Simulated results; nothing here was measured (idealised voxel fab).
process module | voxel air gaps
cross-section cut | 255 nm wide | cells 5 nm
A cross-section is a grid of square cells, given in bands from the top down. A band is one or more rows of cells.
Each band's line starts with the height of the band's top and of its bottom, in nm. Then come its materials from left to right, each with its width in nm. One material with "throughout" fills the band from edge to edge. "air" is empty space.
Height 0 is the level under which the wafer as received is all one material. The lowest band goes on downwards, as in "0 down".
A width such as "30 to 40" changes by the same amount from each row of cells to the next, from the band's top row to its bottom row.
"no change" after a step means that no cell of the cross-section changed.
closed voids: empty space of 8 cells or more with no open way to the top, each as width x height at its distance from the left edge, in nm
after a step's settings: what the simulator itself notes on the step
overlay nm, on a step with a mask: how far to the right of its planned place the mask lay; to the left if negative
plan
1 op RECEIVE | material Si
2 op CONFORMAL_DEP | material SiO2 | thk nm 15
3 op CONFORMAL_DEP | material SiCN | thk nm 5
4 op DIRECTIONAL_DEP | material lowk | thk nm 30
5 op MASKED_ETCH | tone open | mask id LINES | width nm 20 | pitch nm 45 | etch materials lowk | depth nm 30 | overlay nm 0
6 op CONFORMAL_DEP | material TiN | thk nm 5
7 op FILL_DEP | material W | thk nm 10
8 op CMP | height nm 50
9 op EPI | material Ru | thk nm 10
10 op SELECTIVE_ETCH | etch materials lowk | depth nm 40
11 op CONFORMAL_DEP | material SiCN | thk nm 5
as received, after step 1
  0 down: Si throughout
  closed voids: none
a wafer at the end: this start, this plan, one mistake
  75 to 70: air 45 | SiCN 160 | air 50
  70 to 50: air 45 | SiCN 5 | Ru 150 | SiCN 5 | air 50
  50 to 45: air 45 | SiCN 25 | TiN 5 | W 10 | TiN 5 | lowk 25 | TiN 5 | W 10 | TiN 5 | lowk 25 | TiN 5 | W 10 | TiN 5 | SiCN 25 | air 50
  45 to 25: air 65 | SiCN 5 | TiN 5 | W 10 | TiN 5 | lowk 25 | TiN 5 | W 10 | TiN 5 | lowk 25 | TiN 5 | W 10 | TiN 5 | SiCN 5 | air 70
  25 to 20: SiCN 70 | TiN 20 | lowk 25 | TiN 20 | lowk 25 | TiN 20 | SiCN 75
  20 to 15: SiCN throughout
  15 to 0: SiO2 throughout
  0 down: Si throughout
  closed voids: none
what went wrong: step 9 was run twice
